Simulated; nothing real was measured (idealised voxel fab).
The process module that follows is named voxel self aligned contacts.
Cross-sectional view cut (width: 235 nm; square cell size: 5 nm).
Cross-sections here: square-cell grids, written as top-down lists of bands, a band being one or more rows of cells.
Quick guide to a band line: top height, bottom height (nm) up front; then every material left to right with its width in nm. Only one material and it's marked "edge to edge"? Then it fills the band edge to edge. And "air" just means empty space.
Height 0 is the level under which the wafer as received is all one material. The lowest band goes on downwards, as in "0 nm and below".
So if you see something like "30..40" for the width, read it as the top row of the band sitting at the first number and the bottom row at the second, with every row in between moving by the same amount as the last.
The designation "remained unchanged", where it is given for a processing step, indicates that no cell of the cross-section was altered in the course of that step.
Empty spaces counting at least 8 cells and having no open way to the top are listed in "Entrapped voids". The notation width x height at distance is used for each, the distance being from the left edge and all three values in nm.
On each step's line, the part that comes after the settings is the simulator's own comment on the step.
"overlay nm" denotes, for a step that has a mask, the displacement of the mask to the right of its planned place, with negative values corresponding to the left.

List of planned process steps
1 op RECEIVE | material Si
2 op CONFORMAL_DEP | material SiO2 | thk nm 5
3 op DIRECTIONAL_DEP | material polySi | thk nm 20
4 op DIRECTIONAL_DEP | material SiN | thk nm 25
5 op MASKED_ETCH | tone cover | mask id GATE | width nm 25 | pitch nm 65 | etch materials SiN | depth nm 25 | overlay nm 0
6 op MASKED_ETCH | tone cover | mask id GATE | width nm 25 | pitch nm 65 | etch materials polySi | depth nm 20 | overlay nm 0
7 op CONFORMAL_DEP | material SiN | thk nm 10
8 op DIRECTIONAL_ETCH | etch materials SiN | depth nm 10
9 op FILL_DEP | material SiO2 | thk nm 15
10 op CMP | height nm 60
11 op PATTERN | tone open | mask id CONTACT | material resist | width nm 50 | pitch nm 65 | thk nm 20 | overlay nm 0
12 op DIRECTIONAL_ETCH | etch materials SiO2 | depth nm 60
13 op STRIP | etch materials resist
14 op CONFORMAL_DEP | material TiN | thk nm 5
15 op FILL_DEP | material Ru | thk nm 10
16 op CMP | height nm 60
17 op CONFORMAL_DEP | material SiCN | thk nm 5

Shown in cross-section is the wafer as received, that is, as it stands after step 1
0 nm and below | Si edge to edge
Entrapped voids: none

Cross-sectional view of the first of the two wafers upon completion of the module, processed in accordance with the plan
65 nm to 60 nm | SiCN edge to edge
60 nm to 50 nm | SiO2 (60); TiN (5..20); Ru (40..10); TiN (5..20); SiO2 (15); TiN (5..20); Ru (40..10); TiN (5..20); SiO2 (60)
50 nm to 25 nm | SiO2 (30); SiN (45); TiN (5); Ru (10); TiN (5); SiN (45); TiN (5); Ru (10); TiN (5); SiN (45); SiO2 (30)
25 nm to 5 nm | SiO2 (30); SiN (10); polySi (25); SiN (10); TiN (5); Ru (10); TiN (5); SiN (10); polySi (25); SiN (10); TiN (5); Ru (10); TiN (5); SiN (10); polySi (25); SiN (10); SiO2 (30)
5 nm to 0 nm | SiO2 (75); TiN (20); SiO2 (45); TiN (20); SiO2 (75)
0 nm and below | Si edge to edge
Entrapped voids: none

Cross-sectional view: second of two wafers, end of module; start and plan identical to the first, one mistake in running
65 nm to 60 nm | SiCN edge to edge
60 nm to 55 nm | SiO2 (30); SiN (45); TiN (5); Ru (10); TiN (5); SiN (45); TiN (5); Ru (10); TiN (5); SiN (45); SiO2 (30)
55 nm to 50 nm | SiO2 (30); SiN (45); TiN (20); SiN (45); TiN (20); SiN (45); SiO2 (30)
50 nm to 25 nm | SiN edge to edge
25 nm to 5 nm | polySi edge to edge
5 nm to 0 nm | SiO2 edge to edge
0 nm and below | Si edge to edge
Entrapped voids: none
What was done differently from what was planned? step 4 of the plan was carried out twice
Final cells, second wafer relative to first, materials higher or lower: Ru: 52 fewer | SiN: 106 more | SiO2: 130 fewer | TiN: 52 fewer | polySi: 128 more
